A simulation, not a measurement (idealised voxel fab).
The process module presented herein is designated voxel wiring stack.
The width of the displayed cross-section, cut, is 225 nm; its cells are square, with a size of 5 nm.
Cross-section layout: square cells on a grid; listed as bands, top to bottom; a band spans one or more cell rows. First you get the band's top height and its bottom height, in nm, and then the materials it's made of, left to right, with each width in nm. If you see a single material with "full width", that one covers the band edge to edge. "empty" is empty space. The level at which height equals 0 is the one under which the wafer, as it arrives, is entirely one material. No lower edge exists for the bottom band, which continues downward and is notated as in "0 nm and below". A width such as "30->40" changes by the same amount from each row of cells to the next, from the band's top row to its bottom row. Reading "nothing got changed" for a step: not a cell of the cross-section changed in it. Any empty space of 8 cells or more lacking an open way to the top shows up in "Sealed voids" as width x height at distance, distance from the left edge, in nm. On each step's line, the part that comes after the settings is the simulator's own comment on the step. overlay nm: mask offset rightward from planned place, masked step; negative means leftward offset.

### These are the steps we planned for the process
1 RECEIVE: material Si
2 CONFORMAL_DEP: material SiO2, thk nm 15
3 DIRECTIONAL_DEP: material TiN, thk nm 5
4 DIRECTIONAL_DEP: material Ru, thk nm 20
5 MASKED_ETCH: tone cover, mask id METAL_1, width nm 20, pitch nm 40, etch materials Ru, depth nm 20, overlay nm 0
6 MASKED_ETCH: tone cover, mask id METAL_1, width nm 20, pitch nm 40, etch materials TiN, depth nm 5, overlay nm 0
7 FILL_DEP: material lowk, thk nm 5
8 CMP: height nm 40
9 CONFORMAL_DEP: material SiCN, thk nm 5
10 DIRECTIONAL_DEP: material SiO2, thk nm 20
11 DIRECTIONAL_DEP: material aC, thk nm 10
12 PATTERN: tone open, mask id PLUG_1, material resist, width nm 15, thk nm 25, overlay nm 0
13 DIRECTIONAL_ETCH: etch materials aC, depth nm 10
14 STRIP: etch materials resist
15 DIRECTIONAL_ETCH: etch materials SiO2, depth nm 20
16 DIRECTIONAL_ETCH: etch materials SiCN, depth nm 5
17 STRIP: etch materials aC
18 CONFORMAL_DEP: material TiN, thk nm 5
19 FILL_DEP: material Ru, thk nm 10
20 CMP: height nm 65
21 CONFORMAL_DEP: material SiN, thk nm 5
22 DIRECTIONAL_DEP: material SiO2, thk nm 20
23 DIRECTIONAL_DEP: material aC, thk nm 15
24 PATTERN: tone open, mask id METAL_2, material resist, width nm 20, pitch nm 40, thk nm 30, overlay nm 0
25 DIRECTIONAL_ETCH: etch materials aC, depth nm 15
26 STRIP: etch materials resist
27 DIRECTIONAL_ETCH: etch materials SiO2, depth nm 20
28 DIRECTIONAL_ETCH: etch materials SiN, depth nm 5
29 STRIP: etch materials aC
30 CONFORMAL_DEP: material TiN, thk nm 5
31 FILL_DEP: material Cu, thk nm 5
32 CMP: height nm 90
33 EPI: material Ru, thk nm 5
34 FILL_DEP: material SiCN, thk nm 5
35 DIRECTIONAL_DEP: material SiO2, thk nm 30
36 MASKED_ETCH: tone open, mask id METAL_3_HOLES, width nm 15, etch materials SiO2, depth nm 30, overlay nm 0
37 MASKED_ETCH: tone open, mask id METAL_3, width nm 20, pitch nm 40, etch materials SiO2, depth nm 15, overlay nm 0
38 MASKED_ETCH: tone open, mask id METAL_3, width nm 20, pitch nm 40, etch materials SiCN, depth nm 5, overlay nm 0
39 CONFORMAL_DEP: material TiN, thk nm 5
40 FILL_DEP: material Cu, thk nm 10
41 CMP: height nm 130
42 CONFORMAL_DEP: material SiN, thk nm 5

### On the first of the two wafers: run conducted according to plan

### Cross-section of the wafer as it came to us, i.e., already through step 1
> 0 nm and below: Si full width
> Sealed voids: none

### Cross-section: wafer state after step 2
> 15 nm to 0 nm: SiO2 full width
> Heights below 0 show no change.

### Cross-section: wafer state after step 3
> 20 nm to 15 nm: TiN full width
> Heights below 15 show no change.

### Cross-section: wafer state after step 4
> 40 nm to 20 nm: Ru full width
> Heights below 20 show no change.

### Cross-section: wafer state after step 5
> 40 nm to 20 nm: empty 80; Ru 20; empty 20; Ru 20; empty 85
> Heights below 20 show no change.

### Cross-section: wafer state after step 6
> 40 nm to 20 nm: empty 80; Ru 20; empty 20; Ru 20; empty 85
> 20 nm to 15 nm: empty 80; TiN 20; empty 20; TiN 20; empty 85
> Heights below 15 show no change.

### Cross-section: wafer state after step 7
> 45 nm to 40 nm: lowk full width
> 40 nm to 20 nm: lowk 80; Ru 20; lowk 20; Ru 20; lowk 85
> 20 nm to 15 nm: lowk 80; TiN 20; lowk 20; TiN 20; lowk 85
> Heights below 15 show no change.

### Cross-section: wafer state after step 8
> 40 nm to 20 nm: lowk 80; Ru 20; lowk 20; Ru 20; lowk 85
> Heights below 20 show no change.

### Cross-section: wafer state after step 9
> 45 nm to 40 nm: SiCN full width
> Heights below 40 show no change.

### Cross-section: wafer state after step 10
> 65 nm to 45 nm: SiO2 full width
> Heights below 45 show no change.

### Cross-section: wafer state after step 11
> 75 nm to 65 nm: aC full width
> Heights below 65 show no change.

### Cross-section: wafer state after step 12
> 100 nm to 75 nm: resist 80; empty 15; resist 130
> Heights below 75 show no change.

### Cross-section: wafer state after step 13
> 90 nm to 75 nm: resist 80; empty 15; resist 130
> 75 nm to 65 nm: aC 80; empty 15; aC 130
> Heights below 65 show no change.

### Cross-section: wafer state after step 14
> 75 nm to 65 nm: aC 80; empty 15; aC 130
> Heights below 65 show no change.

### Cross-section: wafer state after step 15
> 75 nm to 65 nm: aC 80; empty 15; aC 130
> 65 nm to 45 nm: SiO2 80; empty 15; SiO2 130
> Heights below 45 show no change.

### Cross-section: wafer state after step 16
> 75 nm to 65 nm: aC 80; empty 15; aC 130
> 65 nm to 45 nm: SiO2 80; empty 15; SiO2 130
> 45 nm to 40 nm: SiCN 80; empty 15; SiCN 130
> Heights below 40 show no change.

### Cross-section: wafer state after step 17
> 65 nm to 45 nm: SiO2 80; empty 15; SiO2 130
> Heights below 45 show no change.

### Cross-section: wafer state after step 18
> 70 nm to 65 nm: TiN 85; empty 5; TiN 135
> 65 nm to 45 nm: SiO2 80; TiN 5; empty 5; TiN 5; SiO2 130
> 45 nm to 40 nm: SiCN 80; TiN 15; SiCN 130
> Heights below 40 show no change.

### Cross-section: wafer state after step 19
> 80 nm to 70 nm: Ru full width
> 70 nm to 65 nm: TiN 85; Ru 5; TiN 135
> 65 nm to 45 nm: SiO2 80; TiN 5; Ru 5; TiN 5; SiO2 130
> Heights below 45 show no change.

### Cross-section: wafer state after step 20
> 65 nm to 45 nm: SiO2 80; TiN 5; Ru 5; TiN 5; SiO2 130
> Heights below 45 show no change.

### Cross-section: wafer state after step 21
> 70 nm to 65 nm: SiN full width
> Heights below 65 show no change.

### Cross-section: wafer state after step 22
> 90 nm to 70 nm: SiO2 full width
> Heights below 70 show no change.

### Cross-section: wafer state after step 23
> 105 nm to 90 nm: aC full width
> Heights below 90 show no change.

### Cross-section: wafer state after step 24
> 135 nm to 105 nm: resist 80; empty 20; resist 20; empty 20; resist 85
> Heights below 105 show no change.

### Cross-section: wafer state after step 25
> 120 nm to 105 nm: resist 80; empty 20; resist 20; empty 20; resist 85
> 105 nm to 90 nm: aC 80; empty 20; aC 20; empty 20; aC 85
> Heights below 90 show no change.

### Cross-section: wafer state after step 26
> 105 nm to 90 nm: aC 80; empty 20; aC 20; empty 20; aC 85
> Heights below 90 show no change.

### Cross-section: wafer state after step 27
> 105 nm to 90 nm: aC 80; empty 20; aC 20; empty 20; aC 85
> 90 nm to 70 nm: SiO2 80; empty 20; SiO2 20; empty 20; SiO2 85
> Heights below 70 show no change.

### Cross-section: wafer state after step 28
> 105 nm to 90 nm: aC 80; empty 20; aC 20; empty 20; aC 85
> 90 nm to 70 nm: SiO2 80; empty 20; SiO2 20; empty 20; SiO2 85
> 70 nm to 65 nm: SiN 80; empty 20; SiN 20; empty 20; SiN 85
> Heights below 65 show no change.

### Cross-section: wafer state after step 29
> 90 nm to 70 nm: SiO2 80; empty 20; SiO2 20; empty 20; SiO2 85
> Heights below 70 show no change.

### Cross-section: wafer state after step 30
> 95 nm to 90 nm: TiN 85; empty 10; TiN 30; empty 10; TiN 90
> 90 nm to 70 nm: SiO2 80; TiN 5; empty 10; TiN 5; SiO2 20; TiN 5; empty 10; TiN 5; SiO2 85
> 70 nm to 65 nm: SiN 80; TiN 20; SiN 20; TiN 20; SiN 85
> Heights below 65 show no change.

### Cross-section: wafer state after step 31
> 100 nm to 95 nm: Cu full width
> 95 nm to 90 nm: TiN 85; Cu 10; TiN 30; Cu 10; TiN 90
> 90 nm to 70 nm: SiO2 80; TiN 5; Cu 10; TiN 5; SiO2 20; TiN 5; Cu 10; TiN 5; SiO2 85
> Heights below 70 show no change.

### Cross-section: wafer state after step 32
> 90 nm to 70 nm: SiO2 80; TiN 5; Cu 10; TiN 5; SiO2 20; TiN 5; Cu 10; TiN 5; SiO2 85
> Heights below 70 show no change.

### Cross-section: wafer state after step 33
> 95 nm to 90 nm: empty 75; Ru 30; empty 10; Ru 30; empty 80
> Heights below 90 show no change.

### Cross-section: wafer state after step 34
> 100 nm to 95 nm: SiCN full width
> 95 nm to 90 nm: SiCN 75; Ru 30; SiCN 10; Ru 30; SiCN 80
> Heights below 90 show no change.

### Cross-section: wafer state after step 35
> 130 nm to 100 nm: SiO2 full width
> Heights below 100 show no change.

### Cross-section: wafer state after step 36
> 130 nm to 100 nm: SiO2 80; empty 15; SiO2 130
> Heights below 100 show no change.

### Cross-section: wafer state after step 37
> 130 nm to 115 nm: SiO2 80; empty 20; SiO2 20; empty 20; SiO2 85
> Heights below 115 show no change.

### Cross-section: wafer state after step 38
> 130 nm to 115 nm: SiO2 80; empty 20; SiO2 20; empty 20; SiO2 85
> 115 nm to 100 nm: SiO2 80; empty 15; SiO2 130
> 100 nm to 95 nm: SiCN 80; empty 15; SiCN 130
> Heights below 95 show no change.

### Cross-section: wafer state after step 39
> 135 nm to 130 nm: TiN 85; empty 10; TiN 30; empty 10; TiN 90
> 130 nm to 120 nm: SiO2 80; TiN 5; empty 10; TiN 5; SiO2 20; TiN 5; empty 10; TiN 5; SiO2 85
> 120 nm to 115 nm: SiO2 80; TiN 5; empty 5; TiN 10; SiO2 20; TiN 20; SiO2 85
> 115 nm to 100 nm: SiO2 80; TiN 5; empty 5; TiN 5; SiO2 130
> 100 nm to 95 nm: SiCN 80; TiN 15; SiCN 130
> Heights below 95 show no change.

### Cross-section: wafer state after step 40
> 145 nm to 135 nm: Cu full width
> 135 nm to 130 nm: TiN 85; Cu 10; TiN 30; Cu 10; TiN 90
> 130 nm to 120 nm: SiO2 80; TiN 5; Cu 10; TiN 5; SiO2 20; TiN 5; Cu 10; TiN 5; SiO2 85
> 120 nm to 115 nm: SiO2 80; TiN 5; Cu 5; TiN 10; SiO2 20; TiN 20; SiO2 85
> 115 nm to 100 nm: SiO2 80; TiN 5; Cu 5; TiN 5; SiO2 130
> Heights below 100 show no change.

### Cross-section: wafer state after step 41
> 130 nm to 120 nm: SiO2 80; TiN 5; Cu 10; TiN 5; SiO2 20; TiN 5; Cu 10; TiN 5; SiO2 85
> Heights below 120 show no change.

### Cross-section: wafer state after step 42
> 135 nm to 130 nm: SiN full width
> Heights below 130 show no change.

### Second of two: same start, same plan, one run error; steps up to and including 8 match the first

### Second wafer, cross-section, planned end of step 9
> 60 nm to 40 nm: SiO2 full width
> Heights below 40 show no change.

### Second wafer, cross-section, planned end of step 10
> 65 nm to 60 nm: SiCN full width
> Heights below 60 show no change.

### Second wafer, cross-section, planned end of step 11
> 75 nm to 65 nm: aC full width
> Heights below 65 show no change.

### Second wafer, cross-section, planned end of step 12
> 100 nm to 75 nm: resist 80; empty 15; resist 130
> Heights below 75 show no change.

### Second wafer, cross-section, planned end of step 13
> 90 nm to 75 nm: resist 80; empty 15; resist 130
> 75 nm to 65 nm: aC 80; empty 15; aC 130
> Heights below 65 show no change.

### Second wafer, cross-section, planned end of step 14
> 75 nm to 65 nm: aC 80; empty 15; aC 130
> Heights below 65 show no change.

Second wafer, cross-section, planned end of step 15: nothing got changed

### Second wafer, cross-section, planned end of step 16
> 75 nm to 65 nm: aC 80; empty 15; aC 130
> 65 nm to 60 nm: SiCN 80; empty 15; SiCN 130
> Heights below 60 show no change.

### Second wafer, cross-section, planned end of step 17
> 65 nm to 60 nm: SiCN 80; empty 15; SiCN 130
> Heights below 60 show no change.

### Second wafer, cross-section, planned end of step 18
> 70 nm to 65 nm: TiN 85; empty 5; TiN 135
> 65 nm to 60 nm: SiCN 80; TiN 15; SiCN 130
> Heights below 60 show no change.

### Second wafer, cross-section, planned end of step 19
> 80 nm to 70 nm: Ru full width
> 70 nm to 65 nm: TiN 85; Ru 5; TiN 135
> Heights below 65 show no change.

### Second wafer, cross-section, planned end of step 20
> 65 nm to 60 nm: SiCN 80; TiN 15; SiCN 130
> Heights below 60 show no change.

### Second wafer, cross-section, planned end of step 21
> 70 nm to 65 nm: SiN full width
> Heights below 65 show no change.

### Second wafer, cross-section, planned end of step 22
> 90 nm to 70 nm: SiO2 full width
> Heights below 70 show no change.

### Second wafer, cross-section, planned end of step 23
> 105 nm to 90 nm: aC full width
> Heights below 90 show no change.

### Second wafer, cross-section, planned end of step 24
> 135 nm to 105 nm: resist 80; empty 20; resist 20; empty 20; resist 85
> Heights below 105 show no change.

### Second wafer, cross-section, planned end of step 25
> 120 nm to 105 nm: resist 80; empty 20; resist 20; empty 20; resist 85
> 105 nm to 90 nm: aC 80; empty 20; aC 20; empty 20; aC 85
> Heights below 90 show no change.

### Second wafer, cross-section, planned end of step 26
> 105 nm to 90 nm: aC 80; empty 20; aC 20; empty 20; aC 85
> Heights below 90 show no change.

### Second wafer, cross-section, planned end of step 27
> 105 nm to 90 nm: aC 80; empty 20; aC 20; empty 20; aC 85
> 90 nm to 70 nm: SiO2 80; empty 20; SiO2 20; empty 20; SiO2 85
> Heights below 70 show no change.

### Second wafer, cross-section, planned end of step 28
> 105 nm to 90 nm: aC 80; empty 20; aC 20; empty 20; aC 85
> 90 nm to 70 nm: SiO2 80; empty 20; SiO2 20; empty 20; SiO2 85
> 70 nm to 65 nm: SiN 80; empty 20; SiN 20; empty 20; SiN 85
> Heights below 65 show no change.

### Second wafer, cross-section, planned end of step 29
> 90 nm to 70 nm: SiO2 80; empty 20; SiO2 20; empty 20; SiO2 85
> Heights below 70 show no change.

### Second wafer, cross-section, planned end of step 30
> 95 nm to 90 nm: TiN 85; empty 10; TiN 30; empty 10; TiN 90
> 90 nm to 70 nm: SiO2 80; TiN 5; empty 10; TiN 5; SiO2 20; TiN 5; empty 10; TiN 5; SiO2 85
> 70 nm to 65 nm: SiN 80; TiN 20; SiN 20; TiN 20; SiN 85
> Heights below 65 show no change.

### Second wafer, cross-section, planned end of step 31
> 100 nm to 95 nm: Cu full width
> 95 nm to 90 nm: TiN 85; Cu 10; TiN 30; Cu 10; TiN 90
> 90 nm to 70 nm: SiO2 80; TiN 5; Cu 10; TiN 5; SiO2 20; TiN 5; Cu 10; TiN 5; SiO2 85
> Heights below 70 show no change.

### Second wafer, cross-section, planned end of step 32
> 90 nm to 70 nm: SiO2 80; TiN 5; Cu 10; TiN 5; SiO2 20; TiN 5; Cu 10; TiN 5; SiO2 85
> Heights below 70 show no change.

### Second wafer, cross-section, planned end of step 33
> 95 nm to 90 nm: empty 75; Ru 30; empty 10; Ru 30; empty 80
> Heights below 90 show no change.

### Second wafer, cross-section, planned end of step 34
> 100 nm to 95 nm: SiCN full width
> 95 nm to 90 nm: SiCN 75; Ru 30; SiCN 10; Ru 30; SiCN 80
> Heights below 90 show no change.

### Second wafer, cross-section, planned end of step 35
> 130 nm to 100 nm: SiO2 full width
> Heights below 100 show no change.

### Second wafer, cross-section, planned end of step 36
> 130 nm to 100 nm: SiO2 80; empty 15; SiO2 130
> Heights below 100 show no change.

### Second wafer, cross-section, planned end of step 37
> 130 nm to 115 nm: SiO2 80; empty 20; SiO2 20; empty 20; SiO2 85
> Heights below 115 show no change.

### Second wafer, cross-section, planned end of step 38
> 130 nm to 115 nm: SiO2 80; empty 20; SiO2 20; empty 20; SiO2 85
> 115 nm to 100 nm: SiO2 80; empty 15; SiO2 130
> 100 nm to 95 nm: SiCN 80; empty 15; SiCN 130
> Heights below 95 show no change.

### Second wafer, cross-section, planned end of step 39
> 135 nm to 130 nm: TiN 85; empty 10; TiN 30; empty 10; TiN 90
> 130 nm to 120 nm: SiO2 80; TiN 5; empty 10; TiN 5; SiO2 20; TiN 5; empty 10; TiN 5; SiO2 85
> 120 nm to 115 nm: SiO2 80; TiN 5; empty 5; TiN 10; SiO2 20; TiN 20; SiO2 85
> 115 nm to 100 nm: SiO2 80; TiN 5; empty 5; TiN 5; SiO2 130
> 100 nm to 95 nm: SiCN 80; TiN 15; SiCN 130
> Heights below 95 show no change.

### Second wafer, cross-section, planned end of step 40
> 145 nm to 135 nm: Cu full width
> 135 nm to 130 nm: TiN 85; Cu 10; TiN 30; Cu 10; TiN 90
> 130 nm to 120 nm: SiO2 80; TiN 5; Cu 10; TiN 5; SiO2 20; TiN 5; Cu 10; TiN 5; SiO2 85
> 120 nm to 115 nm: SiO2 80; TiN 5; Cu 5; TiN 10; SiO2 20; TiN 20; SiO2 85
> 115 nm to 100 nm: SiO2 80; TiN 5; Cu 5; TiN 5; SiO2 130
> Heights below 100 show no change.

### Second wafer, cross-section, planned end of step 41
> 130 nm to 120 nm: SiO2 80; TiN 5; Cu 10; TiN 5; SiO2 20; TiN 5; Cu 10; TiN 5; SiO2 85
> Heights below 120 show no change.

### Second wafer, cross-section, planned end of step 42
> 135 nm to 130 nm: SiN full width
> Heights below 130 show no change.
Processing error: steps 9 and 10 of the plan were each performed in the slot designated for the other
End check, counted in cells, second wafer has more or fewer of these materials than the first: 4 fewer of Ru | 12 more of SiO2 | 8 fewer of TiN
